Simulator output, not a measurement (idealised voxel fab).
process module | voxel transistor to metal
cross-section cut | 205 nm wide | cells 5 nm
A cross-section is a grid of square cells, given in bands from the top down. A band is one or more rows of cells.
Each band's line starts with the height of the band's top and of its bottom, in nm. Then come its materials from left to right, each with its width in nm. One material with "throughout" fills the band from edge to edge. "air" is empty space.
Height 0 is the level under which the wafer as received is all one material. The lowest band goes on downwards, as in "0 down".
A width such as "30 to 40" changes by the same amount from each row of cells to the next, from the band's top row to its bottom row.
"no change" after a step means that no cell of the cross-section changed.
closed voids: empty space of 8 cells or more with no open way to the top, each as width x height at its distance from the left edge, in nm
after a step's settings: what the simulator itself notes on the step
overlay nm, on a step with a mask: how far to the right of its planned place the mask lay; to the left if negative
plan
1 op RECEIVE | material Si
2 op CONFORMAL_DEP | material SiO2 | thk nm 5
3 op CONFORMAL_DEP | material SiN | thk nm 15
4 op MASKED_ETCH | tone cover | mask id ACTIVE | width nm 105 | etch materials SiN | depth nm 15 | overlay nm 0
5 op MASKED_ETCH | tone cover | mask id ACTIVE | width nm 105 | etch materials SiO2 | depth nm 5 | overlay nm 0
6 op MASKED_ETCH | tone cover | mask id ACTIVE | width nm 105 | etch materials Si | depth nm 35 | overlay nm 0
7 op FILL_DEP | material SiO2 | thk nm 15
8 op CMP | height nm 20
9 op SELECTIVE_ETCH | etch materials SiO2 | depth nm 5
10 op STRIP | etch materials SiN
11 op SELECTIVE_ETCH | etch materials SiO2 | depth nm 5
12 op OXIDIZE | depth nm 5
13 op DIRECTIONAL_DEP | material polySi | thk nm 20
14 op DIRECTIONAL_DEP | material SiCN | thk nm 15
15 op DIRECTIONAL_DEP | material aC | thk nm 10
16 op PATTERN | tone cover | mask id GATE | material resist | width nm 15 | thk nm 30 | overlay nm 0
17 op DIRECTIONAL_ETCH | etch materials aC | depth nm 10
18 op STRIP | etch materials resist
19 op DIRECTIONAL_ETCH | etch materials SiCN | depth nm 25
20 op DIRECTIONAL_ETCH | etch materials polySi | depth nm 30
21 op STRIP | etch materials aC
22 op CONFORMAL_DEP | material SiO2 | thk nm 5
23 op DIRECTIONAL_ETCH | etch materials SiO2 | depth nm 5
24 op CONFORMAL_DEP | material SiN | thk nm 5
25 op DIRECTIONAL_ETCH | etch materials SiN | depth nm 5
26 op DIRECTIONAL_ETCH | etch materials SiO2 | depth nm 5
27 op DIRECTIONAL_ETCH | etch materials Si | depth nm 15
28 op EPI | material nSi | thk nm 15
29 op FILL_DEP | material SiO2 | thk nm 5
30 op CMP | height nm 35
31 op DIRECTIONAL_DEP | material SiO2 | thk nm 15
32 op DIRECTIONAL_DEP | material aC | thk nm 15
33 op PATTERN | tone open | mask id CONTACT | material resist | width nm 35 | pitch nm 60 | thk nm 30 | overlay nm 0
34 op DIRECTIONAL_ETCH | etch materials aC | depth nm 15
35 op STRIP | etch materials resist
36 op DIRECTIONAL_ETCH | etch materials SiO2 | depth nm 40
37 op STRIP | etch materials aC
38 op CONFORMAL_DEP | material TiN | thk nm 5
39 op FILL_DEP | material Ru | thk nm 10
40 op CMP | height nm 50
41 op DIRECTIONAL_DEP | material TiN | thk nm 5
42 op DIRECTIONAL_DEP | material W | thk nm 15
43 op PATTERN | tone cover | mask id METAL_1 | material resist | width nm 20 | pitch nm 75 | thk nm 15 | overlay nm 0
44 op DIRECTIONAL_ETCH | etch materials W | depth nm 15
45 op DIRECTIONAL_ETCH | etch materials TiN | depth nm 5
46 op STRIP | etch materials resist
47 op FILL_DEP | material lowk | thk nm 5
48 op CMP | height nm 70
49 op CONFORMAL_DEP | material SiN | thk nm 5
first wafer, as planned
as received, after step 1
  0 down: Si throughout
  closed voids: none
after step 2
  5 to 0: SiO2 throughout
  below 0: unchanged
after step 3
  20 to 5: SiN throughout
  below 5: unchanged
after step 4
  20 to 5: air 50 | SiN 105 | air 50
  below 5: unchanged
after step 5
  20 to 5: air 50 | SiN 105 | air 50
  5 to 0: air 50 | SiO2 105 | air 50
  below 0: unchanged
after step 6
  20 to 5: air 50 | SiN 105 | air 50
  5 to 0: air 50 | SiO2 105 | air 50
  0 to -35: air 50 | Si 105 | air 50
  below -35: unchanged
after step 7
  35 to 20: SiO2 throughout
  20 to 5: SiO2 50 | SiN 105 | SiO2 50
  5 to 0: SiO2 throughout
  0 to -35: SiO2 50 | Si 105 | SiO2 50
  below -35: unchanged
after step 8
  20 to 5: SiO2 50 | SiN 105 | SiO2 50
  below 5: unchanged
after step 9
  20 to 15: air 50 | SiN 105 | air 50
  below 15: unchanged
after step 10
  15 to 5: SiO2 50 | air 105 | SiO2 50
  below 5: unchanged
after step 11
  10 to 0: SiO2 45 | air 115 | SiO2 45
  below 0: unchanged
after step 12
  10 to 0: SiO2 45 | air 115 | SiO2 45
  0 to -5: SiO2 throughout
  below -5: unchanged
after step 13
  30 to 20: polySi 45 | air 115 | polySi 45
  20 to 10: polySi throughout
  10 to 0: SiO2 45 | polySi 115 | SiO2 45
  below 0: unchanged
after step 14
  45 to 35: SiCN 45 | air 115 | SiCN 45
  35 to 30: SiCN throughout
  30 to 20: polySi 45 | SiCN 115 | polySi 45
  below 20: unchanged
after step 15
  55 to 45: aC 45 | air 115 | aC 45
  45 to 35: SiCN 45 | aC 115 | SiCN 45
  below 35: unchanged
after step 16
  85 to 55: air 95 | resist 15 | air 95
  55 to 45: aC 45 | air 50 | resist 15 | air 50 | aC 45
  below 45: unchanged
after step 17
  75 to 45: air 95 | resist 15 | air 95
  45 to 35: SiCN 45 | air 50 | aC 15 | air 50 | SiCN 45
  below 35: unchanged
after step 18
  45 to 35: SiCN 45 | air 50 | aC 15 | air 50 | SiCN 45
  below 35: unchanged
after step 19
  45 to 35: air 95 | aC 15 | air 95
  35 to 30: air 95 | SiCN 15 | air 95
  30 to 20: polySi 45 | air 50 | SiCN 15 | air 50 | polySi 45
  below 20: unchanged
after step 20
  45 to 35: air 95 | aC 15 | air 95
  35 to 20: air 95 | SiCN 15 | air 95
  20 to 10: air 95 | polySi 15 | air 95
  10 to 0: SiO2 45 | air 50 | polySi 15 | air 50 | SiO2 45
  below 0: unchanged
after step 21
  35 to 20: air 95 | SiCN 15 | air 95
  below 20: unchanged
after step 22
  40 to 35: air 90 | SiO2 25 | air 90
  35 to 20: air 90 | SiO2 5 | SiCN 15 | SiO2 5 | air 90
  20 to 15: air 90 | SiO2 5 | polySi 15 | SiO2 5 | air 90
  15 to 5: SiO2 50 | air 40 | SiO2 5 | polySi 15 | SiO2 5 | air 40 | SiO2 50
  5 to 0: SiO2 95 | polySi 15 | SiO2 95
  below 0: unchanged
after step 23
  35 to 20: air 90 | SiO2 5 | SiCN 15 | SiO2 5 | air 90
  20 to 10: air 90 | SiO2 5 | polySi 15 | SiO2 5 | air 90
  10 to 0: SiO2 50 | air 40 | SiO2 5 | polySi 15 | SiO2 5 | air 40 | SiO2 50
  below 0: unchanged
after step 24
  40 to 35: air 85 | SiN 35 | air 85
  35 to 20: air 85 | SiN 5 | SiO2 5 | SiCN 15 | SiO2 5 | SiN 5 | air 85
  20 to 15: air 85 | SiN 5 | SiO2 5 | polySi 15 | SiO2 5 | SiN 5 | air 85
  15 to 10: SiN 55 | air 30 | SiN 5 | SiO2 5 | polySi 15 | SiO2 5 | SiN 5 | air 30 | SiN 55
  10 to 5: SiO2 50 | SiN 5 | air 30 | SiN 5 | SiO2 5 | polySi 15 | SiO2 5 | SiN 5 | air 30 | SiN 5 | SiO2 50
  5 to 0: SiO2 50 | SiN 40 | SiO2 5 | polySi 15 | SiO2 5 | SiN 40 | SiO2 50
  below 0: unchanged
after step 25
  35 to 20: air 85 | SiN 5 | SiO2 5 | SiCN 15 | SiO2 5 | SiN 5 | air 85
  20 to 10: air 85 | SiN 5 | SiO2 5 | polySi 15 | SiO2 5 | SiN 5 | air 85
  10 to 0: SiO2 50 | SiN 5 | air 30 | SiN 5 | SiO2 5 | polySi 15 | SiO2 5 | SiN 5 | air 30 | SiN 5 | SiO2 50
  below 0: unchanged
after step 26
  35 to 30: air 85 | SiN 5 | air 5 | SiCN 15 | air 5 | SiN 5 | air 85
  30 to 20: air 85 | SiN 5 | SiO2 5 | SiCN 15 | SiO2 5 | SiN 5 | air 85
  20 to 10: air 85 | SiN 5 | SiO2 5 | polySi 15 | SiO2 5 | SiN 5 | air 85
  10 to 5: air 50 | SiN 5 | air 30 | SiN 5 | SiO2 5 | polySi 15 | SiO2 5 | SiN 5 | air 30 | SiN 5 | air 50
  5 to 0: SiO2 50 | SiN 5 | air 30 | SiN 5 | SiO2 5 | polySi 15 | SiO2 5 | SiN 5 | air 30 | SiN 5 | SiO2 50
  0 to -5: SiO2 55 | air 30 | SiO2 35 | air 30 | SiO2 55
  below -5: unchanged
after step 27
  35 to 30: air 85 | SiN 5 | air 5 | SiCN 15 | air 5 | SiN 5 | air 85
  30 to 20: air 85 | SiN 5 | SiO2 5 | SiCN 15 | SiO2 5 | SiN 5 | air 85
  20 to 10: air 85 | SiN 5 | SiO2 5 | polySi 15 | SiO2 5 | SiN 5 | air 85
  10 to 5: air 50 | SiN 5 | air 30 | SiN 5 | SiO2 5 | polySi 15 | SiO2 5 | SiN 5 | air 30 | SiN 5 | air 50
  5 to 0: SiO2 50 | SiN 5 | air 30 | SiN 5 | SiO2 5 | polySi 15 | SiO2 5 | SiN 5 | air 30 | SiN 5 | SiO2 50
  0 to -5: SiO2 55 | air 30 | SiO2 35 | air 30 | SiO2 55
  -5 to -20: SiO2 50 | Si 5 | air 30 | Si 35 | air 30 | Si 5 | SiO2 50
  below -20: unchanged
after step 28
  35 to 30: air 85 | SiN 5 | air 5 | SiCN 15 | air 5 | SiN 5 | air 85
  30 to 20: air 85 | SiN 5 | SiO2 5 | SiCN 15 | SiO2 5 | SiN 5 | air 85
  20 to 10: air 85 | SiN 5 | SiO2 5 | polySi 15 | SiO2 5 | SiN 5 | air 85
  10 to 5: air 50 | SiN 5 | nSi 30 | SiN 5 | SiO2 5 | polySi 15 | SiO2 5 | SiN 5 | nSi 30 | SiN 5 | air 50
  5 to 0: SiO2 50 | SiN 5 | nSi 30 | SiN 5 | SiO2 5 | polySi 15 | SiO2 5 | SiN 5 | nSi 30 | SiN 5 | SiO2 50
  0 to -5: SiO2 55 | nSi 30 | SiO2 35 | nSi 30 | SiO2 55
  -5 to -20: SiO2 50 | Si 5 | nSi 30 | Si 35 | nSi 30 | Si 5 | SiO2 50
  below -20: unchanged
after step 29
  40 to 35: SiO2 throughout
  35 to 20: SiO2 85 | SiN 5 | SiO2 5 | SiCN 15 | SiO2 5 | SiN 5 | SiO2 85
  20 to 10: SiO2 85 | SiN 5 | SiO2 5 | polySi 15 | SiO2 5 | SiN 5 | SiO2 85
  10 to 0: SiO2 50 | SiN 5 | nSi 30 | SiN 5 | SiO2 5 | polySi 15 | SiO2 5 | SiN 5 | nSi 30 | SiN 5 | SiO2 50
  below 0: unchanged
after step 30
  35 to 20: SiO2 85 | SiN 5 | SiO2 5 | SiCN 15 | SiO2 5 | SiN 5 | SiO2 85
  below 20: unchanged
after step 31
  50 to 35: SiO2 throughout
  below 35: unchanged
after step 32
  65 to 50: aC throughout
  below 50: unchanged
after step 33
  95 to 65: resist 55 | air 35 | resist 25 | air 35 | resist 55
  below 65: unchanged
after step 34
  80 to 65: resist 55 | air 35 | resist 25 | air 35 | resist 55
  65 to 50: aC 55 | air 35 | aC 25 | air 35 | aC 55
  below 50: unchanged
after step 35
  65 to 50: aC 55 | air 35 | aC 25 | air 35 | aC 55
  below 50: unchanged
after step 36
  65 to 50: aC 55 | air 35 | aC 25 | air 35 | aC 55
  50 to 35: SiO2 55 | air 35 | SiO2 25 | air 35 | SiO2 55
  35 to 20: SiO2 55 | air 30 | SiN 5 | SiO2 5 | SiCN 15 | SiO2 5 | SiN 5 | air 30 | SiO2 55
  20 to 10: SiO2 55 | air 30 | SiN 5 | SiO2 5 | polySi 15 | SiO2 5 | SiN 5 | air 30 | SiO2 55
  below 10: unchanged
after step 37
  50 to 35: SiO2 55 | air 35 | SiO2 25 | air 35 | SiO2 55
  below 35: unchanged
after step 38
  55 to 50: TiN 60 | air 25 | TiN 35 | air 25 | TiN 60
  50 to 40: SiO2 55 | TiN 5 | air 25 | TiN 5 | SiO2 25 | TiN 5 | air 25 | TiN 5 | SiO2 55
  40 to 35: SiO2 55 | TiN 5 | air 20 | TiN 10 | SiO2 25 | TiN 10 | air 20 | TiN 5 | SiO2 55
  35 to 20: SiO2 55 | TiN 5 | air 20 | TiN 5 | SiN 5 | SiO2 5 | SiCN 15 | SiO2 5 | SiN 5 | TiN 5 | air 20 | TiN 5 | SiO2 55
  20 to 15: SiO2 55 | TiN 5 | air 20 | TiN 5 | SiN 5 | SiO2 5 | polySi 15 | SiO2 5 | SiN 5 | TiN 5 | air 20 | TiN 5 | SiO2 55
  15 to 10: SiO2 55 | TiN 30 | SiN 5 | SiO2 5 | polySi 15 | SiO2 5 | SiN 5 | TiN 30 | SiO2 55
  below 10: unchanged
after step 39
  65 to 55: Ru throughout
  55 to 50: TiN 60 | Ru 25 | TiN 35 | Ru 25 | TiN 60
  50 to 40: SiO2 55 | TiN 5 | Ru 25 | TiN 5 | SiO2 25 | TiN 5 | Ru 25 | TiN 5 | SiO2 55
  40 to 35: SiO2 55 | TiN 5 | Ru 20 | TiN 10 | SiO2 25 | TiN 10 | Ru 20 | TiN 5 | SiO2 55
  35 to 20: SiO2 55 | TiN 5 | Ru 20 | TiN 5 | SiN 5 | SiO2 5 | SiCN 15 | SiO2 5 | SiN 5 | TiN 5 | Ru 20 | TiN 5 | SiO2 55
  20 to 15: SiO2 55 | TiN 5 | Ru 20 | TiN 5 | SiN 5 | SiO2 5 | polySi 15 | SiO2 5 | SiN 5 | TiN 5 | Ru 20 | TiN 5 | SiO2 55
  below 15: unchanged
after step 40
  50 to 40: SiO2 55 | TiN 5 | Ru 25 | TiN 5 | SiO2 25 | TiN 5 | Ru 25 | TiN 5 | SiO2 55
  below 40: unchanged
after step 41
  55 to 50: TiN throughout
  below 50: unchanged
after step 42
  70 to 55: W throughout
  below 55: unchanged
after step 43
  85 to 70: air 55 | resist 20 | air 55 | resist 20 | air 55
  below 70: unchanged
after step 44
  85 to 70: air 55 | resist 20 | air 55 | resist 20 | air 55
  70 to 55: air 55 | W 20 | air 55 | W 20 | air 55
  below 55: unchanged
after step 45
  85 to 70: air 55 | resist 20 | air 55 | resist 20 | air 55
  70 to 55: air 55 | W 20 | air 55 | W 20 | air 55
  55 to 50: air 55 | TiN 20 | air 55 | TiN 20 | air 55
  below 50: unchanged
after step 46
  70 to 55: air 55 | W 20 | air 55 | W 20 | air 55
  below 55: unchanged
after step 47
  75 to 70: lowk throughout
  70 to 55: lowk 55 | W 20 | lowk 55 | W 20 | lowk 55
  55 to 50: lowk 55 | TiN 20 | lowk 55 | TiN 20 | lowk 55
  below 50: unchanged
after step 48
  70 to 55: lowk 55 | W 20 | lowk 55 | W 20 | lowk 55
  below 55: unchanged
after step 49
  75 to 70: SiN throughout
  below 70: unchanged
second wafer: like start, like plan, one mistake. Through step 8 it matches the first wafer
when step 9 should have ended
  20 to 5: SiO2 50 | air 105 | SiO2 50
  below 5: unchanged
when step 10 should have ended
  15 to 0: SiO2 45 | air 115 | SiO2 45
  below 0: unchanged
when step 11 should have ended
  10 to 0: SiO2 40 | air 125 | SiO2 40
  0 to -5: SiO2 40 | air 10 | Si 105 | air 10 | SiO2 40
  below -5: unchanged
when step 12 should have ended
  10 to 0: SiO2 40 | air 125 | SiO2 40
  0 to -5: SiO2 40 | air 10 | SiO2 105 | air 10 | SiO2 40
  -5 to -10: SiO2 55 | Si 95 | SiO2 55
  below -10: unchanged
when step 13 should have ended
  30 to 20: polySi 40 | air 125 | polySi 40
  20 to 15: polySi 40 | air 10 | polySi 105 | air 10 | polySi 40
  15 to 10: polySi throughout
  10 to 0: SiO2 40 | polySi 125 | SiO2 40
  0 to -5: SiO2 40 | polySi 10 | SiO2 105 | polySi 10 | SiO2 40
  below -5: unchanged
when step 14 should have ended
  45 to 35: SiCN 40 | air 125 | SiCN 40
  35 to 30: SiCN 40 | air 10 | SiCN 105 | air 10 | SiCN 40
  30 to 20: polySi 40 | SiCN 125 | polySi 40
  20 to 15: polySi 40 | SiCN 10 | polySi 105 | SiCN 10 | polySi 40
  below 15: unchanged
when step 15 should have ended
  55 to 45: aC 40 | air 125 | aC 40
  45 to 40: SiCN 40 | air 10 | aC 105 | air 10 | SiCN 40
  40 to 35: SiCN 40 | aC 125 | SiCN 40
  35 to 30: SiCN 40 | aC 10 | SiCN 105 | aC 10 | SiCN 40
  below 30: unchanged
when step 16 should have ended
  85 to 55: air 95 | resist 15 | air 95
  55 to 45: aC 40 | air 55 | resist 15 | air 55 | aC 40
  below 45: unchanged
when step 17 should have ended
  75 to 45: air 95 | resist 15 | air 95
  45 to 35: SiCN 40 | air 55 | aC 15 | air 55 | SiCN 40
  35 to 30: SiCN 40 | air 10 | SiCN 105 | air 10 | SiCN 40
  below 30: unchanged
when step 18 should have ended
  45 to 35: SiCN 40 | air 55 | aC 15 | air 55 | SiCN 40
  below 35: unchanged
when step 19 should have ended
  45 to 35: air 95 | aC 15 | air 95
  35 to 30: air 95 | SiCN 15 | air 95
  30 to 20: polySi 40 | air 55 | SiCN 15 | air 55 | polySi 40
  20 to 15: polySi 40 | air 10 | polySi 105 | air 10 | polySi 40
  below 15: unchanged
when step 20 should have ended
  45 to 35: air 95 | aC 15 | air 95
  35 to 20: air 95 | SiCN 15 | air 95
  20 to 10: air 95 | polySi 15 | air 95
  10 to 0: SiO2 40 | air 55 | polySi 15 | air 55 | SiO2 40
  0 to -5: SiO2 40 | air 10 | SiO2 105 | air 10 | SiO2 40
  below -5: unchanged
when step 21 should have ended
  35 to 20: air 95 | SiCN 15 | air 95
  below 20: unchanged
when step 22 should have ended
  40 to 35: air 90 | SiO2 25 | air 90
  35 to 20: air 90 | SiO2 5 | SiCN 15 | SiO2 5 | air 90
  20 to 15: air 90 | SiO2 5 | polySi 15 | SiO2 5 | air 90
  15 to 5: SiO2 45 | air 45 | SiO2 5 | polySi 15 | SiO2 5 | air 45 | SiO2 45
  5 to 0: SiO2 95 | polySi 15 | SiO2 95
  0 to -5: SiO2 throughout
  below -5: unchanged
when step 23 should have ended
  35 to 20: air 90 | SiO2 5 | SiCN 15 | SiO2 5 | air 90
  20 to 10: air 90 | SiO2 5 | polySi 15 | SiO2 5 | air 90
  10 to 0: SiO2 45 | air 45 | SiO2 5 | polySi 15 | SiO2 5 | air 45 | SiO2 45
  below 0: unchanged
when step 24 should have ended
  40 to 35: air 85 | SiN 35 | air 85
  35 to 20: air 85 | SiN 5 | SiO2 5 | SiCN 15 | SiO2 5 | SiN 5 | air 85
  20 to 15: air 85 | SiN 5 | SiO2 5 | polySi 15 | SiO2 5 | SiN 5 | air 85
  15 to 10: SiN 50 | air 35 | SiN 5 | SiO2 5 | polySi 15 | SiO2 5 | SiN 5 | air 35 | SiN 50
  10 to 5: SiO2 45 | SiN 5 | air 35 | SiN 5 | SiO2 5 | polySi 15 | SiO2 5 | SiN 5 | air 35 | SiN 5 | SiO2 45
  5 to 0: SiO2 45 | SiN 45 | SiO2 5 | polySi 15 | SiO2 5 | SiN 45 | SiO2 45
  below 0: unchanged
when step 25 should have ended
  35 to 20: air 85 | SiN 5 | SiO2 5 | SiCN 15 | SiO2 5 | SiN 5 | air 85
  20 to 10: air 85 | SiN 5 | SiO2 5 | polySi 15 | SiO2 5 | SiN 5 | air 85
  10 to 0: SiO2 45 | SiN 5 | air 35 | SiN 5 | SiO2 5 | polySi 15 | SiO2 5 | SiN 5 | air 35 | SiN 5 | SiO2 45
  below 0: unchanged
when step 26 should have ended
  35 to 30: air 85 | SiN 5 | air 5 | SiCN 15 | air 5 | SiN 5 | air 85
  30 to 20: air 85 | SiN 5 | SiO2 5 | SiCN 15 | SiO2 5 | SiN 5 | air 85
  20 to 10: air 85 | SiN 5 | SiO2 5 | polySi 15 | SiO2 5 | SiN 5 | air 85
  10 to 5: air 45 | SiN 5 | air 35 | SiN 5 | SiO2 5 | polySi 15 | SiO2 5 | SiN 5 | air 35 | SiN 5 | air 45
  5 to 0: SiO2 45 | SiN 5 | air 35 | SiN 5 | SiO2 5 | polySi 15 | SiO2 5 | SiN 5 | air 35 | SiN 5 | SiO2 45
  0 to -5: SiO2 50 | air 35 | SiO2 35 | air 35 | SiO2 50
  below -5: unchanged
when step 27 should have ended
  35 to 30: air 85 | SiN 5 | air 5 | SiCN 15 | air 5 | SiN 5 | air 85
  30 to 20: air 85 | SiN 5 | SiO2 5 | SiCN 15 | SiO2 5 | SiN 5 | air 85
  20 to 10: air 85 | SiN 5 | SiO2 5 | polySi 15 | SiO2 5 | SiN 5 | air 85
  10 to 5: air 45 | SiN 5 | air 35 | SiN 5 | SiO2 5 | polySi 15 | SiO2 5 | SiN 5 | air 35 | SiN 5 | air 45
  5 to 0: SiO2 45 | SiN 5 | air 35 | SiN 5 | SiO2 5 | polySi 15 | SiO2 5 | SiN 5 | air 35 | SiN 5 | SiO2 45
  0 to -5: SiO2 50 | air 35 | SiO2 35 | air 35 | SiO2 50
  -5 to -10: SiO2 55 | air 30 | Si 35 | air 30 | SiO2 55
  -10 to -20: SiO2 50 | Si 5 | air 30 | Si 35 | air 30 | Si 5 | SiO2 50
  below -20: unchanged
when step 28 should have ended
  35 to 30: air 85 | SiN 5 | air 5 | SiCN 15 | air 5 | SiN 5 | air 85
  30 to 20: air 85 | SiN 5 | SiO2 5 | SiCN 15 | SiO2 5 | SiN 5 | air 85
  20 to 10: air 85 | SiN 5 | SiO2 5 | polySi 15 | SiO2 5 | SiN 5 | air 85
  10 to 5: air 45 | SiN 5 | air 20 | nSi 15 | SiN 5 | SiO2 5 | polySi 15 | SiO2 5 | SiN 5 | nSi 15 | air 20 | SiN 5 | air 45
  5 to 0: SiO2 45 | SiN 5 | nSi 35 | SiN 5 | SiO2 5 | polySi 15 | SiO2 5 | SiN 5 | nSi 35 | SiN 5 | SiO2 45
  0 to -5: SiO2 50 | nSi 35 | SiO2 35 | nSi 35 | SiO2 50
  -5 to -10: SiO2 55 | nSi 30 | Si 35 | nSi 30 | SiO2 55
  -10 to -20: SiO2 50 | Si 5 | nSi 30 | Si 35 | nSi 30 | Si 5 | SiO2 50
  below -20: unchanged
when step 29 should have ended
  40 to 35: SiO2 throughout
  35 to 20: SiO2 85 | SiN 5 | SiO2 5 | SiCN 15 | SiO2 5 | SiN 5 | SiO2 85
  20 to 10: SiO2 85 | SiN 5 | SiO2 5 | polySi 15 | SiO2 5 | SiN 5 | SiO2 85
  10 to 5: SiO2 45 | SiN 5 | SiO2 20 | nSi 15 | SiN 5 | SiO2 5 | polySi 15 | SiO2 5 | SiN 5 | nSi 15 | SiO2 20 | SiN 5 | SiO2 45
  below 5: unchanged
when step 30 should have ended
  35 to 20: SiO2 85 | SiN 5 | SiO2 5 | SiCN 15 | SiO2 5 | SiN 5 | SiO2 85
  below 20: unchanged
when step 31 should have ended
  50 to 35: SiO2 throughout
  below 35: unchanged
when step 32 should have ended
  65 to 50: aC throughout
  below 50: unchanged
when step 33 should have ended
  95 to 65: resist 55 | air 35 | resist 25 | air 35 | resist 55
  below 65: unchanged
when step 34 should have ended
  80 to 65: resist 55 | air 35 | resist 25 | air 35 | resist 55
  65 to 50: aC 55 | air 35 | aC 25 | air 35 | aC 55
  below 50: unchanged
when step 35 should have ended
  65 to 50: aC 55 | air 35 | aC 25 | air 35 | aC 55
  below 50: unchanged
when step 36 should have ended
  65 to 50: aC 55 | air 35 | aC 25 | air 35 | aC 55
  50 to 35: SiO2 55 | air 35 | SiO2 25 | air 35 | SiO2 55
  35 to 20: SiO2 55 | air 30 | SiN 5 | SiO2 5 | SiCN 15 | SiO2 5 | SiN 5 | air 30 | SiO2 55
  20 to 10: SiO2 55 | air 30 | SiN 5 | SiO2 5 | polySi 15 | SiO2 5 | SiN 5 | air 30 | SiO2 55
  below 10: unchanged
when step 37 should have ended
  50 to 35: SiO2 55 | air 35 | SiO2 25 | air 35 | SiO2 55
  below 35: unchanged
when step 38 should have ended
  55 to 50: TiN 60 | air 25 | TiN 35 | air 25 | TiN 60
  50 to 40: SiO2 55 | TiN 5 | air 25 | TiN 5 | SiO2 25 | TiN 5 | air 25 | TiN 5 | SiO2 55
  40 to 35: SiO2 55 | TiN 5 | air 20 | TiN 10 | SiO2 25 | TiN 10 | air 20 | TiN 5 | SiO2 55
  35 to 20: SiO2 55 | TiN 5 | air 20 | TiN 5 | SiN 5 | SiO2 5 | SiCN 15 | SiO2 5 | SiN 5 | TiN 5 | air 20 | TiN 5 | SiO2 55
  20 to 15: SiO2 55 | TiN 5 | air 20 | TiN 5 | SiN 5 | SiO2 5 | polySi 15 | SiO2 5 | SiN 5 | TiN 5 | air 20 | TiN 5 | SiO2 55
  15 to 10: SiO2 55 | TiN 30 | SiN 5 | SiO2 5 | polySi 15 | SiO2 5 | SiN 5 | TiN 30 | SiO2 55
  below 10: unchanged
when step 39 should have ended
  65 to 55: Ru throughout
  55 to 50: TiN 60 | Ru 25 | TiN 35 | Ru 25 | TiN 60
  50 to 40: SiO2 55 | TiN 5 | Ru 25 | TiN 5 | SiO2 25 | TiN 5 | Ru 25 | TiN 5 | SiO2 55
  40 to 35: SiO2 55 | TiN 5 | Ru 20 | TiN 10 | SiO2 25 | TiN 10 | Ru 20 | TiN 5 | SiO2 55
  35 to 20: SiO2 55 | TiN 5 | Ru 20 | TiN 5 | SiN 5 | SiO2 5 | SiCN 15 | SiO2 5 | SiN 5 | TiN 5 | Ru 20 | TiN 5 | SiO2 55
  20 to 15: SiO2 55 | TiN 5 | Ru 20 | TiN 5 | SiN 5 | SiO2 5 | polySi 15 | SiO2 5 | SiN 5 | TiN 5 | Ru 20 | TiN 5 | SiO2 55
  below 15: unchanged
when step 40 should have ended
  50 to 40: SiO2 55 | TiN 5 | Ru 25 | TiN 5 | SiO2 25 | TiN 5 | Ru 25 | TiN 5 | SiO2 55
  below 40: unchanged
when step 41 should have ended
  55 to 50: TiN throughout
  below 50: unchanged
when step 42 should have ended
  70 to 55: W throughout
  below 55: unchanged
when step 43 should have ended
  85 to 70: air 55 | resist 20 | air 55 | resist 20 | air 55
  below 70: unchanged
when step 44 should have ended
  85 to 70: air 55 | resist 20 | air 55 | resist 20 | air 55
  70 to 55: air 55 | W 20 | air 55 | W 20 | air 55
  below 55: unchanged
when step 45 should have ended
  85 to 70: air 55 | resist 20 | air 55 | resist 20 | air 55
  70 to 55: air 55 | W 20 | air 55 | W 20 | air 55
  55 to 50: air 55 | TiN 20 | air 55 | TiN 20 | air 55
  below 50: unchanged
when step 46 should have ended
  70 to 55: air 55 | W 20 | air 55 | W 20 | air 55
  below 55: unchanged
when step 47 should have ended
  75 to 70: lowk throughout
  70 to 55: lowk 55 | W 20 | lowk 55 | W 20 | lowk 55
  55 to 50: lowk 55 | TiN 20 | lowk 55 | TiN 20 | lowk 55
  below 50: unchanged
when step 48 should have ended
  70 to 55: lowk 55 | W 20 | lowk 55 | W 20 | lowk 55
  below 55: unchanged
when step 49 should have ended
  75 to 70: SiN throughout
  below 70: unchanged
what went wrong: steps 9 and 10 were swapped
at the end the second wafer has, in cells: 2 fewer of Si | 4 more of SiO2 | 2 fewer of nSi
